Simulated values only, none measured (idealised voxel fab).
The following process module bears the name voxel air gaps.
Section shown: cut. Width: 215 nm. Cell size: 5 nm, square.
When this document writes out a cross-section, it uses a grid of square cells and lists it as bands, beginning at the top and moving down, with a band standing for one or more rows of cells.
For a band, the entry starts with two heights in nm, that of the top and then that of the bottom, and carries on with the band's materials in order from left to right, each alongside its width in nm; the word "all across" beside a single material means it fills the band edge to edge, and "blank" means empty space.
Heights are expressed relative to 0, this being the level below which the as-received wafer comprises one material exclusively. The lowest band is unbounded in the downward direction and is denoted as in "0 and below".
The notation "30..40" denotes a width that varies across the rows of cells in the band, beginning at the first number in the top row, finishing at the second number in the bottom row, and changing by an identical amount from each row to the next.
Reading "left unchanged" for a step: not a cell of the cross-section changed in it.
Listed in "Listed closed voids": every empty space of 8 or more cells without an open way to the top. Form: width x height at distance, the distance being from the left edge, all in nm.
On each step's line, the part that comes after the settings is the simulator's own comment on the step.
overlay nm: on a step with a mask, how far right of its planned place the mask lay; negative means left.

Intended process steps:
1 RECEIVE, material Si
2 CONFORMAL_DEP, material SiO2, thk nm 15
3 CONFORMAL_DEP, material SiCN, thk nm 5
4 DIRECTIONAL_DEP, material SiO2, thk nm 30
5 PATTERN, tone open, mask id LINES, material resist, width nm 15, pitch nm 45, thk nm 20, overlay nm 0
6 DIRECTIONAL_ETCH, etch materials SiO2, depth nm 30
7 STRIP, etch materials resist
8 CONFORMAL_DEP, material TiN, thk nm 5
9 FILL_DEP, material W, thk nm 5
10 CMP, height nm 50
11 EPI, material Ru, thk nm 10
12 SELECTIVE_ETCH, etch materials SiO2, depth nm 40
13 CONFORMAL_DEP, material SiCN, thk nm 5

Run as planned: first of two wafers:

Here's what the wafer looked like in cross-section when it arrived - that's after step 1:
    0 and below  Si all across
    Listed closed voids: none

Take a look at the wafer's cross-section after step 2:
    15 down to 0  SiO2 all across
    Anything lower than 0 is untouched.

Take a look at the wafer's cross-section after step 3:
    20 down to 15  SiCN all across
    Anything lower than 15 is untouched.

Take a look at the wafer's cross-section after step 4:
    50 down to 20  SiO2 all across
    Anything lower than 20 is untouched.

Take a look at the wafer's cross-section after step 5:
    70 down to 50  resist (30), blank (15), resist (30), blank (15), resist (30), blank (15), resist (30), blank (15), resist (35)
    Anything lower than 50 is untouched.

Take a look at the wafer's cross-section after step 6:
    70 down to 50  resist (30), blank (15), resist (30), blank (15), resist (30), blank (15), resist (30), blank (15), resist (35)
    50 down to 20  SiO2 (30), blank (15), SiO2 (30), blank (15), SiO2 (30), blank (15), SiO2 (30), blank (15), SiO2 (35)
    Anything lower than 20 is untouched.

Take a look at the wafer's cross-section after step 7:
    50 down to 20  SiO2 (30), blank (15), SiO2 (30), blank (15), SiO2 (30), blank (15), SiO2 (30), blank (15), SiO2 (35)
    Anything lower than 20 is untouched.

Take a look at the wafer's cross-section after step 8:
    55 down to 50  TiN (35), blank (5), TiN (40), blank (5), TiN (40), blank (5), TiN (40), blank (5), TiN (40)
    50 down to 25  SiO2 (30), TiN (5), blank (5), TiN (5), SiO2 (30), TiN (5), blank (5), TiN (5), SiO2 (30), TiN (5), blank (5), TiN (5), SiO2 (30), TiN (5), blank (5), TiN (5), SiO2 (35)
    25 down to 20  SiO2 (30), TiN (15), SiO2 (30), TiN (15), SiO2 (30), TiN (15), SiO2 (30), TiN (15), SiO2 (35)
    Anything lower than 20 is untouched.

Take a look at the wafer's cross-section after step 9:
    60 down to 55  W all across
    55 down to 50  TiN (35), W (5), TiN (40), W (5), TiN (40), W (5), TiN (40), W (5), TiN (40)
    50 down to 25  SiO2 (30), TiN (5), W (5), TiN (5), SiO2 (30), TiN (5), W (5), TiN (5), SiO2 (30), TiN (5), W (5), TiN (5), SiO2 (30), TiN (5), W (5), TiN (5), SiO2 (35)
    Anything lower than 25 is untouched.

Take a look at the wafer's cross-section after step 10:
    50 down to 25  SiO2 (30), TiN (5), W (5), TiN (5), SiO2 (30), TiN (5), W (5), TiN (5), SiO2 (30), TiN (5), W (5), TiN (5), SiO2 (30), TiN (5), W (5), TiN (5), SiO2 (35)
    Anything lower than 25 is untouched.

Take a look at the wafer's cross-section after step 11:
    60 down to 50  blank (20), Ru (35), blank (10), Ru (35), blank (10), Ru (35), blank (10), Ru (35), blank (25)
    Anything lower than 50 is untouched.

Take a look at the wafer's cross-section after step 12:
    60 down to 50  blank (20), Ru (35), blank (10), Ru (35), blank (10), Ru (35), blank (10), Ru (35), blank (25)
    50 down to 25  blank (30), TiN (5), W (5), TiN (5), blank (30), TiN (5), W (5), TiN (5), blank (30), TiN (5), W (5), TiN (5), blank (30), TiN (5), W (5), TiN (5), blank (35)
    25 down to 20  blank (30), TiN (15), blank (30), TiN (15), blank (30), TiN (15), blank (30), TiN (15), blank (35)
    Anything lower than 20 is untouched.

Take a look at the wafer's cross-section after step 13:
    65 down to 60  blank (15), SiCN (180), blank (20)
    60 down to 50  blank (15), SiCN (5), Ru (35), SiCN (10), Ru (35), SiCN (10), Ru (35), SiCN (10), Ru (35), SiCN (5), blank (20)
    50 down to 45  blank (15), SiCN (15), TiN (5), W (5), TiN (5), SiCN (30), TiN (5), W (5), TiN (5), SiCN (30), TiN (5), W (5), TiN (5), SiCN (30), TiN (5), W (5), TiN (5), SiCN (15), blank (20)
    45 down to 25  blank (25), SiCN (5), TiN (5), W (5), TiN (5), SiCN (5), blank (20), SiCN (5), TiN (5), W (5), TiN (5), SiCN (5), blank (20), SiCN (5), TiN (5), W (5), TiN (5), SiCN (5), blank (20), SiCN (5), TiN (5), W (5), TiN (5), SiCN (5), blank (30)
    25 down to 20  SiCN (30), TiN (15), SiCN (30), TiN (15), SiCN (30), TiN (15), SiCN (30), TiN (15), SiCN (35)
    Anything lower than 20 is untouched.
    Listed closed voids: 20 x 20 at 50; 20 x 20 at 95; 20 x 20 at 140

What follows concerns the second wafer, which started out like the first and was meant to follow the very same plan; one mistake crept in when it was run, but everything up to and including step 4 is the same as for the first wafer:

Second wafer, sectioned view, at step 5's planned end time:
    70 down to 50  resist (25), blank (25), resist (20), blank (25), resist (20), blank (25), resist (20), blank (25), resist (30)
    Anything lower than 50 is untouched.

Second wafer, sectioned view, at step 6's planned end time:
    70 down to 50  resist (25), blank (25), resist (20), blank (25), resist (20), blank (25), resist (20), blank (25), resist (30)
    50 down to 20  SiO2 (25), blank (25), SiO2 (20), blank (25), SiO2 (20), blank (25), SiO2 (20), blank (25), SiO2 (30)
    Anything lower than 20 is untouched.

Second wafer, sectioned view, at step 7's planned end time:
    50 down to 20  SiO2 (25), blank (25), SiO2 (20), blank (25), SiO2 (20), blank (25), SiO2 (20), blank (25), SiO2 (30)
    Anything lower than 20 is untouched.

Second wafer, sectioned view, at step 8's planned end time:
    55 down to 50  TiN (30), blank (15), TiN (30), blank (15), TiN (30), blank (15), TiN (30), blank (15), TiN (35)
    50 down to 25  SiO2 (25), TiN (5), blank (15), TiN (5), SiO2 (20), TiN (5), blank (15), TiN (5), SiO2 (20), TiN (5), blank (15), TiN (5), SiO2 (20), TiN (5), blank (15), TiN (5), SiO2 (30)
    25 down to 20  SiO2 (25), TiN (25), SiO2 (20), TiN (25), SiO2 (20), TiN (25), SiO2 (20), TiN (25), SiO2 (30)
    Anything lower than 20 is untouched.

Second wafer, sectioned view, at step 9's planned end time:
    60 down to 55  W all across
    55 down to 50  TiN (30), W (15), TiN (30), W (15), TiN (30), W (15), TiN (30), W (15), TiN (35)
    50 down to 25  SiO2 (25), TiN (5), W (15), TiN (5), SiO2 (20), TiN (5), W (15), TiN (5), SiO2 (20), TiN (5), W (15), TiN (5), SiO2 (20), TiN (5), W (15), TiN (5), SiO2 (30)
    Anything lower than 25 is untouched.

Second wafer, sectioned view, at step 10's planned end time:
    50 down to 25  SiO2 (25), TiN (5), W (15), TiN (5), SiO2 (20), TiN (5), W (15), TiN (5), SiO2 (20), TiN (5), W (15), TiN (5), SiO2 (20), TiN (5), W (15), TiN (5), SiO2 (30)
    Anything lower than 25 is untouched.

Second wafer, sectioned view, at step 11's planned end time:
    60 down to 50  blank (15), Ru (180), blank (20)
    Anything lower than 50 is untouched.

Second wafer, sectioned view, at step 12's planned end time:
    60 down to 50  blank (15), Ru (180), blank (20)
    50 down to 25  blank (25), TiN (5), W (15), TiN (5), SiO2 (20), TiN (5), W (15), TiN (5), SiO2 (20), TiN (5), W (15), TiN (5), SiO2 (20), TiN (5), W (15), TiN (5), blank (30)
    25 down to 20  blank (25), TiN (25), SiO2 (20), TiN (25), SiO2 (20), TiN (25), SiO2 (20), TiN (25), blank (30)
    Anything lower than 20 is untouched.

Second wafer, sectioned view, at step 13's planned end time:
    65 down to 60  blank (10), SiCN (190), blank (15)
    60 down to 50  blank (10), SiCN (5), Ru (180), SiCN (5), blank (15)
    50 down to 45  blank (10), SiCN (15), TiN (5), W (15), TiN (5), SiO2 (20), TiN (5), W (15), TiN (5), SiO2 (20), TiN (5), W (15), TiN (5), SiO2 (20), TiN (5), W (15), TiN (5), SiCN (15), blank (15)
    45 down to 25  blank (20), SiCN (5), TiN (5), W (15), TiN (5), SiO2 (20), TiN (5), W (15), TiN (5), SiO2 (20), TiN (5), W (15), TiN (5), SiO2 (20), TiN (5), W (15), TiN (5), SiCN (5), blank (25)
    25 down to 20  SiCN (25), TiN (25), SiO2 (20), TiN (25), SiO2 (20), TiN (25), SiO2 (20), TiN (25), SiCN (30)
    Anything lower than 20 is untouched.
Misprocessing identified: off-plan run, step 5, actual operation and settings PATTERN, tone open, mask id LINES, material resist, width nm 25, pitch nm 45, thk nm 20, overlay nm 0
Materials where the second wafer ends with more or fewer cells than the first: 16 more of Ru, 72 fewer of SiCN, 72 more of SiO2, 8 more of TiN, 40 more of W
Final observation: first wafer, 3 closed voids; second wafer, 0 closed voids.
